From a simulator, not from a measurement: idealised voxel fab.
process module | voxel self aligned vias
cross-section cut | 185 nm wide | cells 5 nm
A cross-section is a grid of square cells, given in bands from the top down. A band is one or more rows of cells.
Each band's line starts with the height of the band's top and of its bottom, in nm. Then come its materials from left to right, each with its width in nm. One material with "throughout" fills the band from edge to edge. "air" is empty space.
Height 0 is the level under which the wafer as received is all one material. The lowest band goes on downwards, as in "0 down".
A width such as "30 to 40" changes by the same amount from each row of cells to the next, from the band's top row to its bottom row.
"no change" after a step means that no cell of the cross-section changed.
closed voids: empty space of 8 cells or more with no open way to the top, each as width x height at its distance from the left edge, in nm
after a step's settings: what the simulator itself notes on the step
overlay nm, on a step with a mask: how far to the right of its planned place the mask lay; to the left if negative
plan
1 op RECEIVE | material Si
2 op CONFORMAL_DEP | material SiO2 | thk nm 15
3 op CONFORMAL_DEP | material SiCN | thk nm 5
4 op DIRECTIONAL_DEP | material SiO2 | thk nm 20
5 op DIRECTIONAL_DEP | material aC | thk nm 15
6 op PATTERN | tone open | mask id LINES | material resist | width nm 20 | pitch nm 70 | thk nm 35 | overlay nm 0
7 op DIRECTIONAL_ETCH | etch materials aC | depth nm 15
8 op STRIP | etch materials resist
9 op DIRECTIONAL_ETCH | etch materials SiO2 | depth nm 20
10 op STRIP | etch materials aC
11 op CONFORMAL_DEP | material TiN | thk nm 5
12 op FILL_DEP | material W | thk nm 5
13 op CMP | height nm 40
14 op SELECTIVE_ETCH | etch materials W Ru TiN | depth nm 5
15 op FILL_DEP | material SiN | thk nm 5
16 op CMP | height nm 40
17 op DIRECTIONAL_DEP | material SiO2 | thk nm 20
18 op DIRECTIONAL_DEP | material aC | thk nm 15
19 op PATTERN | tone open | mask id VIAS | material resist | width nm 40 | thk nm 30 | overlay nm -15
20 op DIRECTIONAL_ETCH | etch materials aC | depth nm 15
21 op STRIP | etch materials resist
22 op DIRECTIONAL_ETCH | etch materials SiO2 | depth nm 20
23 op DIRECTIONAL_ETCH | etch materials SiN | depth nm 5
24 op STRIP | etch materials aC
25 op CONFORMAL_DEP | material TiN | thk nm 5
26 op FILL_DEP | material Cu | thk nm 5
27 op CMP | height nm 60
28 op CONFORMAL_DEP | material SiCN | thk nm 5
varied across the wafers: overlay nm of step 19. The plan shows the first wafer's value. All wafers start alike
first wafer as received, after step 1
  0 down: Si throughout
  closed voids: none
first wafer at the end, after step 28
  65 to 60: SiCN throughout
  60 to 45: SiO2 20 | TiN 5 | Cu 30 | TiN 5 | SiO2 125
  45 to 40: SiO2 20 | TiN 30 | Cu 5 | TiN 5 | SiO2 125
  40 to 35: SiO2 45 | TiN 15 | SiN 5 | SiO2 50 | SiN 20 | SiO2 50
  35 to 25: SiO2 45 | TiN 5 | W 10 | TiN 5 | SiO2 50 | TiN 5 | W 10 | TiN 5 | SiO2 50
  25 to 20: SiO2 45 | TiN 20 | SiO2 50 | TiN 20 | SiO2 50
  20 to 15: SiCN throughout
  15 to 0: SiO2 throughout
  0 down: Si throughout
  closed voids: none
last wafer at the end
  65 to 60: SiCN throughout
  60 to 45: SiO2 50 | TiN 5 | Cu 30 | TiN 5 | SiO2 95
  45 to 40: SiO2 50 | TiN 5 | Cu 5 | TiN 30 | SiO2 95
  40 to 35: SiO2 45 | SiN 5 | TiN 15 | SiO2 50 | SiN 20 | SiO2 50
  35 to 25: SiO2 45 | TiN 5 | W 10 | TiN 5 | SiO2 50 | TiN 5 | W 10 | TiN 5 | SiO2 50
  25 to 20: SiO2 45 | TiN 20 | SiO2 50 | TiN 20 | SiO2 50
  20 to 15: SiCN throughout
  15 to 0: SiO2 throughout
  0 down: Si throughout
  closed voids: none
each wafer at the end: cells of each material gained (+) or lost (-) since it was received, then its closed voids
overlay nm -15 | +19 Cu | +74 SiCN | +5 SiN | +343 SiO2 | +32 TiN | +8 W | closed voids: none
overlay nm -10 | +20 Cu | +74 SiCN | +4 SiN | +343 SiO2 | +32 TiN | +8 W | closed voids: none
overlay nm -5 | +20 Cu | +74 SiCN | +4 SiN | +343 SiO2 | +32 TiN | +8 W | closed voids: none
overlay nm 0 | +20 Cu | +74 SiCN | +4 SiN | +343 SiO2 | +32 TiN | +8 W | closed voids: none
overlay nm 5 | +20 Cu | +74 SiCN | +4 SiN | +343 SiO2 | +32 TiN | +8 W | closed voids: none
overlay nm 10 | +20 Cu | +74 SiCN | +4 SiN | +343 SiO2 | +32 TiN | +8 W | closed voids: none
overlay nm 15 | +19 Cu | +74 SiCN | +5 SiN | +343 SiO2 | +32 TiN | +8 W | closed voids: none
